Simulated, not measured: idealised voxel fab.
process module | voxel transistor to metal
cross-section cut | 300 nm wide | cells 5 nm
A cross-section is a grid of square cells, given in bands from the top down. A band is one or more rows of cells.
Each band's line starts with the height of the band's top and of its bottom, in nm. Then come its materials from left to right, each with its width in nm. One material with "throughout" fills the band from edge to edge. "air" is empty space.
Height 0 is the level under which the wafer as received is all one material. The lowest band goes on downwards, as in "0 down".
A width such as "30 to 40" changes by the same amount from each row of cells to the next, from the band's top row to its bottom row.
"no change" after a step means that no cell of the cross-section changed.
closed voids: empty space of 8 cells or more with no open way to the top, each as width x height at its distance from the left edge, in nm
after a step's settings: what the simulator itself notes on the step
overlay nm, on a step with a mask: how far to the right of its planned place the mask lay; to the left if negative
plan
1 op RECEIVE | material Si
2 op OXIDIZE | depth nm 5
3 op CONFORMAL_DEP | material SiN | thk nm 10
4 op MASKED_ETCH | tone cover | mask id ACTIVE | width nm 115 | pitch nm 140 | etch materials SiN | depth nm 10 | overlay nm 0
5 op MASKED_ETCH | tone cover | mask id ACTIVE | width nm 115 | pitch nm 140 | etch materials SiO2 | depth nm 5 | overlay nm 0
6 op MASKED_ETCH | tone cover | mask id ACTIVE | width nm 115 | pitch nm 140 | etch materials Si | depth nm 35 | overlay nm 0
7 op OXIDIZE | depth nm 5
8 op FILL_DEP | material SiO2 | thk nm 5
9 op CMP | height nm 10
10 op SELECTIVE_ETCH | etch materials SiO2 | depth nm 10
11 op STRIP | etch materials SiN
12 op SELECTIVE_ETCH | etch materials SiO2 | depth nm 5
13 op OXIDIZE | depth nm 5
14 op DIRECTIONAL_DEP | material polySi | thk nm 30
15 op DIRECTIONAL_DEP | material SiCN | thk nm 15
16 op PATTERN | tone cover | mask id GATE | material resist | width nm 35 | pitch nm 140 | thk nm 15 | overlay nm 0
17 op DIRECTIONAL_ETCH | etch materials SiCN | depth nm 25
18 op DIRECTIONAL_ETCH | etch materials polySi | depth nm 40
19 op STRIP | etch materials resist
20 op CONFORMAL_DEP | material SiO2 | thk nm 5
21 op DIRECTIONAL_ETCH | etch materials SiO2 | depth nm 5
22 op CONFORMAL_DEP | material SiN | thk nm 10
23 op DIRECTIONAL_ETCH | etch materials SiN | depth nm 10
24 op DIRECTIONAL_ETCH | etch materials SiO2 | depth nm 5
25 op DIRECTIONAL_ETCH | etch materials Si | depth nm 10
26 op EPI | material nSi | thk nm 10
27 op FILL_DEP | material SiO2 | thk nm 10
28 op CMP | height nm 25
29 op STRIP | etch materials polySi
30 op SELECTIVE_ETCH | etch materials SiO2 | depth nm 5
31 op CONFORMAL_DEP | material HfO2 | thk nm 5
32 op CONFORMAL_DEP | material TiN | thk nm 5
33 op FILL_DEP | material W | thk nm 10
34 op CMP | height nm 20
35 op DIRECTIONAL_DEP | material SiO2 | thk nm 15
36 op DIRECTIONAL_DEP | material aC | thk nm 15
37 op PATTERN | tone open | mask id CONTACT | material resist | width nm 20 | thk nm 30 | overlay nm 0
38 op DIRECTIONAL_ETCH | etch materials aC | depth nm 15
39 op STRIP | etch materials resist
40 op DIRECTIONAL_ETCH | etch materials SiO2 | depth nm 45
41 op STRIP | etch materials aC
42 op CONFORMAL_DEP | material TiN | thk nm 5
43 op FILL_DEP | material W | thk nm 5
44 op CMP | height nm 35
45 op DIRECTIONAL_DEP | material TiN | thk nm 5
46 op DIRECTIONAL_DEP | material W | thk nm 20
47 op DIRECTIONAL_DEP | material aC | thk nm 10
48 op PATTERN | tone cover | mask id METAL_1 | material resist | width nm 20 | thk nm 25 | overlay nm 0
49 op DIRECTIONAL_ETCH | etch materials aC | depth nm 10
50 op STRIP | etch materials resist
51 op DIRECTIONAL_ETCH | etch materials W | depth nm 20
52 op DIRECTIONAL_ETCH | etch materials TiN | depth nm 5
53 op STRIP | etch materials aC
54 op FILL_DEP | material lowk | thk nm 10
55 op CMP | height nm 60
56 op CONFORMAL_DEP | material SiN | thk nm 5
as received, after step 1
  0 down: Si throughout
  closed voids: none
first wafer at the end, as planned
  65 to 60: SiN throughout
  60 to 40: lowk 25 | W 20 | lowk 65 | W 20 | lowk 35 | W 20 | lowk 65 | W 20 | lowk 30
  40 to 35: lowk 25 | TiN 20 | lowk 65 | TiN 20 | lowk 35 | TiN 20 | lowk 65 | TiN 20 | lowk 30
  35 to 20: SiO2 25 | TiN 5 | W 10 | TiN 5 | SiO2 65 | TiN 5 | W 10 | TiN 5 | SiO2 35 | TiN 5 | W 10 | TiN 5 | SiO2 65 | TiN 5 | W 10 | TiN 5 | SiO2 30
  20 to 5: SiO2 25 | TiN 5 | W 10 | TiN 5 | SiN 10 | HfO2 5 | TiN 5 | W 25 | TiN 5 | HfO2 5 | SiN 10 | TiN 5 | W 10 | TiN 5 | SiO2 35 | TiN 5 | W 10 | TiN 5 | SiN 10 | HfO2 5 | TiN 5 | W 25 | TiN 5 | HfO2 5 | SiN 10 | TiN 5 | W 10 | TiN 5 | SiO2 30
  5 to 0: SiO2 25 | TiN 20 | SiN 10 | HfO2 5 | TiN 5 | W 25 | TiN 5 | HfO2 5 | SiN 10 | TiN 20 | SiO2 35 | TiN 20 | SiN 10 | HfO2 5 | TiN 5 | W 25 | TiN 5 | HfO2 5 | SiN 10 | TiN 20 | SiO2 30
  0 to -5: SiO2 25 | TiN 10 | nSi 10 | SiN 10 | HfO2 5 | TiN 35 | HfO2 5 | SiN 10 | nSi 10 | TiN 10 | SiO2 35 | TiN 10 | nSi 10 | SiN 10 | HfO2 5 | TiN 35 | HfO2 5 | SiN 10 | nSi 10 | TiN 10 | SiO2 30
  -5 to -10: SiO2 25 | TiN 10 | nSi 10 | SiO2 10 | HfO2 45 | SiO2 10 | nSi 10 | TiN 10 | SiO2 35 | TiN 10 | nSi 10 | SiO2 10 | HfO2 45 | SiO2 10 | nSi 10 | TiN 10 | SiO2 30
  -10 to -20: SiO2 25 | nSi 20 | Si 65 | nSi 20 | SiO2 35 | nSi 20 | Si 65 | nSi 20 | SiO2 30
  -20 to -45: SiO2 25 | Si 105 | SiO2 35 | Si 105 | SiO2 30
  -45 down: Si throughout
  closed voids: none
second wafer at the end: like start, like plan, one mistake
  65 to 60: SiN throughout
  60 to 40: lowk 25 | W 20 | lowk 65 | W 20 | lowk 35 | W 20 | lowk 65 | W 20 | lowk 30
  40 to 35: lowk 25 | TiN 20 | lowk 65 | TiN 20 | lowk 35 | TiN 20 | lowk 65 | TiN 20 | lowk 30
  35 to 20: SiO2 25 | TiN 5 | W 10 | TiN 5 | SiO2 65 | TiN 5 | W 10 | TiN 5 | SiO2 35 | TiN 5 | W 10 | TiN 5 | SiO2 65 | TiN 5 | W 10 | TiN 5 | SiO2 30
  20 to 5: SiO2 25 | TiN 5 | W 10 | TiN 5 | SiN 10 | TiN 5 | HfO2 5 | W 25 | HfO2 5 | TiN 5 | SiN 10 | TiN 5 | W 10 | TiN 5 | SiO2 35 | TiN 5 | W 10 | TiN 5 | SiN 10 | TiN 5 | HfO2 5 | W 25 | HfO2 5 | TiN 5 | SiN 10 | TiN 5 | W 10 | TiN 5 | SiO2 30
  5 to 0: SiO2 25 | TiN 20 | SiN 10 | TiN 5 | HfO2 5 | W 25 | HfO2 5 | TiN 5 | SiN 10 | TiN 20 | SiO2 35 | TiN 20 | SiN 10 | TiN 5 | HfO2 5 | W 25 | HfO2 5 | TiN 5 | SiN 10 | TiN 20 | SiO2 30
  0 to -5: SiO2 25 | TiN 10 | nSi 10 | SiN 10 | TiN 5 | HfO2 35 | TiN 5 | SiN 10 | nSi 10 | TiN 10 | SiO2 35 | TiN 10 | nSi 10 | SiN 10 | TiN 5 | HfO2 35 | TiN 5 | SiN 10 | nSi 10 | TiN 10 | SiO2 30
  -5 to -10: SiO2 25 | TiN 10 | nSi 10 | SiO2 10 | TiN 45 | SiO2 10 | nSi 10 | TiN 10 | SiO2 35 | TiN 10 | nSi 10 | SiO2 10 | TiN 45 | SiO2 10 | nSi 10 | TiN 10 | SiO2 30
  -10 to -20: SiO2 25 | nSi 20 | Si 65 | nSi 20 | SiO2 35 | nSi 20 | Si 65 | nSi 20 | SiO2 30
  -20 to -45: SiO2 25 | Si 105 | SiO2 35 | Si 105 | SiO2 30
  -45 down: Si throughout
  closed voids: none
what went wrong: steps 31 and 32 were swapped
at the end the second wafer has, in cells: 8 fewer of HfO2 | 8 more of TiN
